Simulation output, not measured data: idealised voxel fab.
voxel spacer lines: a process module
Cross-sectional view cut (width: 220 nm; square cell size: 5 nm).
Notation: cross-section as square-cell grid; stated in bands, top first, going down; one or more cell rows per band. Heights first: top, then bottom, in nm. Then materials, left to right, each with a width in nm. "full width" on a single material: fills the band edge to edge. "empty": empty space. Heights are measured from 0, the level below which the as-received wafer is all one material; the lowest band has no bottom and continues downward, written as in "z 0 and below". The notation "30..40" denotes a width that varies across the rows of cells in the band, beginning at the first number in the top row, finishing at the second number in the bottom row, and changing by an identical amount from each row to the next. Where the words "everything unchanged" appear for a step, the cross-section shows no cell changed by that step; every cell remained as before. "closed voids": sealed empty spaces, 8 cells or more, no open way to top, listed width x height at distance, with distance from the left edge and width, height and distance in nm. That trailing text on a step's line, after the settings, is the simulator's own remark on the step. "overlay nm" on a masked step: distance the mask lay right of its planned place, negative for left.
-- So here's the lineup of process steps we planned
1. op RECEIVE | material Si
2. op CONFORMAL_DEP | material Al2O3 | thk nm 5
3. op DIRECTIONAL_DEP | material W | thk nm 10
4. op DIRECTIONAL_DEP | material aC | thk nm 20
5. op PATTERN | tone cover | mask id MANDREL | material resist | width nm 15 | pitch nm 60 | thk nm 30 | overlay nm 0
6. op DIRECTIONAL_ETCH | etch materials aC | depth nm 20
7. op STRIP | etch materials resist
8. op CONFORMAL_DEP | material SiO2 | thk nm 15
9. op DIRECTIONAL_ETCH | etch materials SiO2 | depth nm 15
10. op STRIP | etch materials aC
11. op DIRECTIONAL_ETCH | etch materials W | depth nm 10
12. op STRIP | etch materials SiO2
13. op FILL_DEP | material SiO2 | thk nm 10
14. op CMP | height nm 15
-- The first wafer of two, processed as planned
-- The cross-section here shows the wafer as received, i.e. in its state after step 1
z 0 and below | Si full width
closed voids: none
-- Step 2 complete: cross-section through the wafer
z 5 to 0 | Al2O3 full width
Below 0, no change.
-- Step 3 complete: cross-section through the wafer
z 15 to 5 | W full width
Below 5, no change.
-- Step 4 complete: cross-section through the wafer
z 35 to 15 | aC full width
Below 15, no change.
-- Step 5 complete: cross-section through the wafer
z 65 to 35 | 70 empty; 15 resist; 45 empty; 15 resist; 75 empty
Below 35, no change.
-- Step 6 complete: cross-section through the wafer
z 45 to 35 | 70 empty; 15 resist; 45 empty; 15 resist; 75 empty
z 35 to 15 | 70 empty; 15 aC; 45 empty; 15 aC; 75 empty
Below 15, no change.
-- Step 7 complete: cross-section through the wafer
z 35 to 15 | 70 empty; 15 aC; 45 empty; 15 aC; 75 empty
Below 15, no change.
-- Step 8 complete: cross-section through the wafer
z 50 to 35 | 55 empty; 45 SiO2; 15 empty; 45 SiO2; 60 empty
z 35 to 30 | 55 empty; 15 SiO2; 15 aC; 15 SiO2; 15 empty; 15 SiO2; 15 aC; 15 SiO2; 60 empty
z 30 to 15 | 70 SiO2; 15 aC; 45 SiO2; 15 aC; 75 SiO2
Below 15, no change.
-- Step 9 complete: cross-section through the wafer
z 35 to 15 | 55 empty; 15 SiO2; 15 aC; 15 SiO2; 15 empty; 15 SiO2; 15 aC; 15 SiO2; 60 empty
Below 15, no change.
-- Step 10 complete: cross-section through the wafer
z 35 to 15 | 55 empty; 15 SiO2; 15 empty; 15 SiO2; 15 empty; 15 SiO2; 15 empty; 15 SiO2; 60 empty
Below 15, no change.
-- Step 11 complete: cross-section through the wafer
z 35 to 15 | 55 empty; 15 SiO2; 15 empty; 15 SiO2; 15 empty; 15 SiO2; 15 empty; 15 SiO2; 60 empty
z 15 to 5 | 55 empty; 15 W; 15 empty; 15 W; 15 empty; 15 W; 15 empty; 15 W; 60 empty
Below 5, no change.
-- Step 12 complete: cross-section through the wafer
z 15 to 5 | 55 empty; 15 W; 15 empty; 15 W; 15 empty; 15 W; 15 empty; 15 W; 60 empty
Below 5, no change.
-- Step 13 complete: cross-section through the wafer
z 25 to 15 | SiO2 full width
z 15 to 5 | 55 SiO2; 15 W; 15 SiO2; 15 W; 15 SiO2; 15 W; 15 SiO2; 15 W; 60 SiO2
Below 5, no change.
-- Step 14 complete: cross-section through the wafer
z 15 to 5 | 55 SiO2; 15 W; 15 SiO2; 15 W; 15 SiO2; 15 W; 15 SiO2; 15 W; 60 SiO2
Below 5, no change.
-- Okay, second wafer. Nothing different at the start, nothing different in the plan, just one mistake somewhere in the running. As far as step 1, counting that step, it's the first wafer all over again
-- Cross-section of the second wafer when, according to plan, step 2 should have finished
z 10 to 0 | W full width
Below 0, no change.
-- Cross-section of the second wafer when, according to plan, step 3 should have finished
z 15 to 10 | Al2O3 full width
Below 10, no change.
-- Cross-section of the second wafer when, according to plan, step 4 should have finished
z 35 to 15 | aC full width
Below 15, no change.
-- Cross-section of the second wafer when, according to plan, step 5 should have finished
z 65 to 35 | 70 empty; 15 resist; 45 empty; 15 resist; 75 empty
Below 35, no change.
-- Cross-section of the second wafer when, according to plan, step 6 should have finished
z 45 to 35 | 70 empty; 15 resist; 45 empty; 15 resist; 75 empty
z 35 to 15 | 70 empty; 15 aC; 45 empty; 15 aC; 75 empty
Below 15, no change.
-- Cross-section of the second wafer when, according to plan, step 7 should have finished
z 35 to 15 | 70 empty; 15 aC; 45 empty; 15 aC; 75 empty
Below 15, no change.
-- Cross-section of the second wafer when, according to plan, step 8 should have finished
z 50 to 35 | 55 empty; 45 SiO2; 15 empty; 45 SiO2; 60 empty
z 35 to 30 | 55 empty; 15 SiO2; 15 aC; 15 SiO2; 15 empty; 15 SiO2; 15 aC; 15 SiO2; 60 empty
z 30 to 15 | 70 SiO2; 15 aC; 45 SiO2; 15 aC; 75 SiO2
Below 15, no change.
-- Cross-section of the second wafer when, according to plan, step 9 should have finished
z 35 to 15 | 55 empty; 15 SiO2; 15 aC; 15 SiO2; 15 empty; 15 SiO2; 15 aC; 15 SiO2; 60 empty
Below 15, no change.
-- Cross-section of the second wafer when, according to plan, step 10 should have finished
z 35 to 15 | 55 empty; 15 SiO2; 15 empty; 15 SiO2; 15 empty; 15 SiO2; 15 empty; 15 SiO2; 60 empty
Below 15, no change.
Cross-section of the second wafer when, according to plan, step 11 should have finished: everything unchanged
-- Cross-section of the second wafer when, according to plan, step 12 should have finished
z 15 to 10 | Al2O3 full width
Below 10, no change.
-- Cross-section of the second wafer when, according to plan, step 13 should have finished
z 25 to 15 | SiO2 full width
Below 15, no change.
-- Cross-section of the second wafer when, according to plan, step 14 should have finished
z 15 to 10 | Al2O3 full width
Below 10, no change.
What broke from the plan during processing? contrary to the plan, steps 2 and 3 were processed in exchanged order
It is noted that, at the conclusion of processing, the second wafer exhibits a higher or lower cell count for certain materials relative to the first: 64 fewer of SiO2 | 64 more of W
